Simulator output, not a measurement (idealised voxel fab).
The following is a process module called voxel air gaps.
Section cut is 215 nm wide and gridded with 5 nm square cells.
Notation: cross-section as square-cell grid; stated in bands, top first, going down; one or more cell rows per band. This entry defines a band. It first specifies the height of the band's top and the height of its bottom in nm, and then specifies the band's materials from left to right, stating each material with its width in nm. The word "edge to edge" identifies a single material that fills the band from edge to edge, while the word "empty" identifies empty space. Convention: height 0 is the level below which the wafer, as received, is all one material. The lowest band does not terminate at the bottom but continues downward, represented as "0 and below". Top row gets the first number, bottom row gets the second, and each row in between changes by the same step: that is how a band width like "30..40" works. "no change occurred", as given for a step, is the statement that not any cell of the cross-section underwent a change during that step. "Entrapped voids" enumerates empty spaces isolated from the top, with no open way to it, that contain at least 8 cells, giving each as width x height at distance from the left edge, all three in nm. The remark found on a step's line after its settings is issued by the simulator itself and pertains to that step. On any step carrying a mask, the "overlay nm" setting, if present on the step's line, tells how far right of its planned place the mask lay; negative values point to the left.
SET OUT BELOW ARE THE PLANNED STEPS OF THE PROCESS
- 1: RECEIVE with material Si
- 2: CONFORMAL_DEP with material SiO2, thk nm 10
- 3: CONFORMAL_DEP with material SiN, thk nm 5
- 4: DIRECTIONAL_DEP with material SiO2, thk nm 40
- 5: DIRECTIONAL_DEP with material aC, thk nm 10
- 6: PATTERN with tone open, mask id LINES, material resist, width nm 20, pitch nm 45, thk nm 25, overlay nm 0
- 7: DIRECTIONAL_ETCH with etch materials aC, depth nm 10
- 8: STRIP with etch materials resist
- 9: DIRECTIONAL_ETCH with etch materials SiO2, depth nm 40
- 10: STRIP with etch materials aC
- 11: CONFORMAL_DEP with material TiN, thk nm 5
- 12: FILL_DEP with material Ru, thk nm 5
- 13: CMP with height nm 55
- 14: EPI with material Ru, thk nm 10
- 15: SELECTIVE_ETCH with etch materials SiO2, depth nm 50
- 16: CONFORMAL_DEP with material SiN, thk nm 5
CROSS-SECTION OF THE INCOMING WAFER, STATE AFTER STEP 1
    0 and below = Si edge to edge
    Entrapped voids: none
FIRST OF TWO WAFERS AT THE END OF THE MODULE, SHOWN IN CROSS-SECTION; RUN CARRIED OUT AS PLANNED
    70 down to 65 = empty: 15 / SiN: 185 / empty: 15
    65 down to 55 = empty: 15 / SiN: 5 / Ru: 40 / SiN: 5 / Ru: 40 / SiN: 5 / Ru: 40 / SiN: 5 / Ru: 40 / SiN: 5 / empty: 15
    55 down to 50 = empty: 15 / SiN: 15 / TiN: 5 / Ru: 10 / TiN: 5 / SiN: 25 / TiN: 5 / Ru: 10 / TiN: 5 / SiN: 25 / TiN: 5 / Ru: 10 / TiN: 5 / SiN: 25 / TiN: 5 / Ru: 10 / TiN: 5 / SiN: 15 / empty: 15
    50 down to 20 = empty: 25 / SiN: 5 / TiN: 5 / Ru: 10 / TiN: 5 / SiN: 5 / empty: 15 / SiN: 5 / TiN: 5 / Ru: 10 / TiN: 5 / SiN: 5 / empty: 15 / SiN: 5 / TiN: 5 / Ru: 10 / TiN: 5 / SiN: 5 / empty: 15 / SiN: 5 / TiN: 5 / Ru: 10 / TiN: 5 / SiN: 5 / empty: 25
    20 down to 15 = SiN: 30 / TiN: 20 / SiN: 25 / TiN: 20 / SiN: 25 / TiN: 20 / SiN: 25 / TiN: 20 / SiN: 30
    15 down to 10 = SiN edge to edge
    10 down to 0 = SiO2 edge to edge
    0 and below = Si edge to edge
    Entrapped voids: 15 x 30 at 55; 15 x 30 at 100; 15 x 30 at 145
THIS CROSS-SECTION BELONGS TO THE SECOND WAFER OF TWO AT THE END OF THE MODULE; THE START AND THE PLAN WERE SHARED WITH THE FIRST, AND THE RUN INCLUDED ONE MISTAKE
    70 down to 65 = empty: 25 / SiN: 185 / empty: 5
    65 down to 55 = empty: 25 / SiN: 5 / Ru: 40 / SiN: 5 / Ru: 40 / SiN: 5 / Ru: 40 / SiN: 5 / Ru: 40 / SiN: 5 / empty: 5
    55 down to 50 = empty: 25 / SiN: 15 / TiN: 5 / Ru: 10 / TiN: 5 / SiN: 25 / TiN: 5 / Ru: 10 / TiN: 5 / SiN: 25 / TiN: 5 / Ru: 10 / TiN: 5 / SiN: 25 / TiN: 5 / Ru: 10 / TiN: 5 / SiN: 15 / empty: 5
    50 down to 20 = empty: 35 / SiN: 5 / TiN: 5 / Ru: 10 / TiN: 5 / SiN: 5 / empty: 15 / SiN: 5 / TiN: 5 / Ru: 10 / TiN: 5 / SiN: 5 / empty: 15 / SiN: 5 / TiN: 5 / Ru: 10 / TiN: 5 / SiN: 5 / empty: 15 / SiN: 5 / TiN: 5 / Ru: 10 / TiN: 5 / SiN: 5 / empty: 15
    20 down to 15 = SiN: 40 / TiN: 20 / SiN: 25 / TiN: 20 / SiN: 25 / TiN: 20 / SiN: 25 / TiN: 20 / SiN: 20
    15 down to 10 = SiN edge to edge
    10 down to 0 = SiO2 edge to edge
    0 and below = Si edge to edge
    Entrapped voids: 15 x 30 at 65; 15 x 30 at 110; 15 x 30 at 155
The mistake made against the process plan was this: step 6 did not use the planned setting and instead ran as PATTERN with tone open, mask id LINES, material resist, width nm 20, pitch nm 45, thk nm 25, overlay nm 10
At the end, each material covers as many cells on the second wafer as it does on the first, though the cells it covers are elsewhere.
